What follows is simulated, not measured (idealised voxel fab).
Process module heading - voxel air gaps
Section shown: cut. Width: 220 nm. Cell size: 5 nm, square.
In this document a cross-section is written as a grid of square cells. It is given as a series of bands, listed from the top down, and a band is one or more rows of cells.
For a band, the entry starts with two heights in nm, that of the top and then that of the bottom, and carries on with the band's materials in order from left to right, each alongside its width in nm; the word "throughout" beside a single material means it fills the band edge to edge, and "empty" means empty space.
Heads up on the height convention: 0 is the point under which the incoming wafer is all one material, and the lowest band has no bottom, it just keeps going down, like "0 down".
Note: "30 to 40" means the width goes from the first number (top row of the band) to the second number (bottom row) in equal steps per row of cells.
Where the words "nothing changed" appear for a step, the cross-section shows no cell changed by that step; every cell remained as before.
In "Enclosed cavities" the enclosed voids are listed, meaning empty spaces of 8 cells or larger without any opening to the top. The form is width x height at distance, distance from the left edge, units nm.
What comes after the settings on a step's line is commentary from the simulator itself on that step.
The setting "overlay nm" may be written on the line of a step. When the step uses a mask, the value reports how far to the right of the planned place the mask lay, and a negative value reports that it lay to the left.
Planned process steps:
1: RECEIVE with material Si
2: CONFORMAL_DEP with material SiO2, thk nm 10
3: CONFORMAL_DEP with material SiN, thk nm 5
4: DIRECTIONAL_DEP with material lowk, thk nm 35
5: DIRECTIONAL_DEP with material aC, thk nm 15
6: PATTERN with tone open, mask id LINES, material resist, width nm 15, pitch nm 50, thk nm 30, overlay nm 0
7: DIRECTIONAL_ETCH with etch materials aC, depth nm 15
8: STRIP with etch materials resist
9: DIRECTIONAL_ETCH with etch materials lowk, depth nm 35
10: STRIP with etch materials aC
11: CONFORMAL_DEP with material TiN, thk nm 5
12: FILL_DEP with material Ru, thk nm 5
13: CMP with height nm 50
14: EPI with material Ru, thk nm 10
15: SELECTIVE_ETCH with etch materials lowk, depth nm 45
16: CONFORMAL_DEP with material SiCN, thk nm 5
Heads up: all these wafers start the same, and what changes between them is the width nm in step 6. The value you see in the plan is just what the first wafer got.
Cross-section, first of several wafers, as delivered after step 1:
> 0 down: Si throughout
> Enclosed cavities: none
Cross-section of the first of several wafers once the module has run through its last step, step 16:
> 65 to 60: 10 empty / 45 SiCN / 5 empty / 45 SiCN / 5 empty / 45 SiCN / 5 empty / 45 SiCN / 15 empty
> 60 to 50: 10 empty / 5 SiCN / 35 Ru / 5 SiCN / 5 empty / 5 SiCN / 35 Ru / 5 SiCN / 5 empty / 5 SiCN / 35 Ru / 5 SiCN / 5 empty / 5 SiCN / 35 Ru / 5 SiCN / 15 empty
> 50 to 45: 10 empty / 15 SiCN / 5 TiN / 5 Ru / 5 TiN / 15 SiCN / 5 empty / 15 SiCN / 5 TiN / 5 Ru / 5 TiN / 15 SiCN / 5 empty / 15 SiCN / 5 TiN / 5 Ru / 5 TiN / 15 SiCN / 5 empty / 15 SiCN / 5 TiN / 5 Ru / 5 TiN / 15 SiCN / 15 empty
> 45 to 20: 20 empty / 5 SiCN / 5 TiN / 5 Ru / 5 TiN / 5 SiCN / 25 empty / 5 SiCN / 5 TiN / 5 Ru / 5 TiN / 5 SiCN / 25 empty / 5 SiCN / 5 TiN / 5 Ru / 5 TiN / 5 SiCN / 25 empty / 5 SiCN / 5 TiN / 5 Ru / 5 TiN / 5 SiCN / 25 empty
> 20 to 15: 25 SiCN / 15 TiN / 35 SiCN / 15 TiN / 35 SiCN / 15 TiN / 35 SiCN / 15 TiN / 30 SiCN
> 15 to 10: SiN throughout
> 10 to 0: SiO2 throughout
> 0 down: Si throughout
> Enclosed cavities: none
Cross-section, module end, final of several wafers:
> 65 to 60: 215 SiCN / 5 empty
> 60 to 50: 5 SiCN / 205 Ru / 5 SiCN / 5 empty
> 50 to 45: 15 SiCN / 5 TiN / 25 Ru / 5 TiN / 15 lowk / 5 TiN / 25 Ru / 5 TiN / 15 lowk / 5 TiN / 25 Ru / 5 TiN / 15 lowk / 5 TiN / 25 Ru / 5 TiN / 15 SiCN / 5 empty
> 45 to 20: 10 empty / 5 SiCN / 5 TiN / 25 Ru / 5 TiN / 15 lowk / 5 TiN / 25 Ru / 5 TiN / 15 lowk / 5 TiN / 25 Ru / 5 TiN / 15 lowk / 5 TiN / 25 Ru / 5 TiN / 5 SiCN / 15 empty
> 20 to 15: 15 SiCN / 35 TiN / 15 lowk / 35 TiN / 15 lowk / 35 TiN / 15 lowk / 35 TiN / 20 SiCN
> 15 to 10: SiN throughout
> 10 to 0: SiO2 throughout
> 0 down: Si throughout
> Enclosed cavities: 10 x 25 at 0
Rows = wafers. At module end, each row lists per material the cells gained (+) or lost (-) since the wafer was received, then the closed voids:
width nm 15, +80 Ru, +148 SiCN, +44 SiN, +88 SiO2, +60 TiN, Enclosed cavities: none
width nm 20, +112 Ru, +148 SiCN, +44 SiN, +88 SiO2, +64 TiN, Enclosed cavities: 20 x 25 at 50; 20 x 25 at 100; 20 x 25 at 150
width nm 25, +144 Ru, +136 SiCN, +44 SiN, +88 SiO2, +68 TiN, Enclosed cavities: 15 x 25 at 50; 15 x 25 at 100; 15 x 25 at 150
width nm 30, +176 Ru, +70 SiCN, +44 SiN, +88 SiO2, +72 TiN, +84 lowk, Enclosed cavities: none
width nm 35, +202 Ru, +70 SiCN, +44 SiN, +88 SiO2, +76 TiN, +63 lowk, Enclosed cavities: 10 x 25 at 0
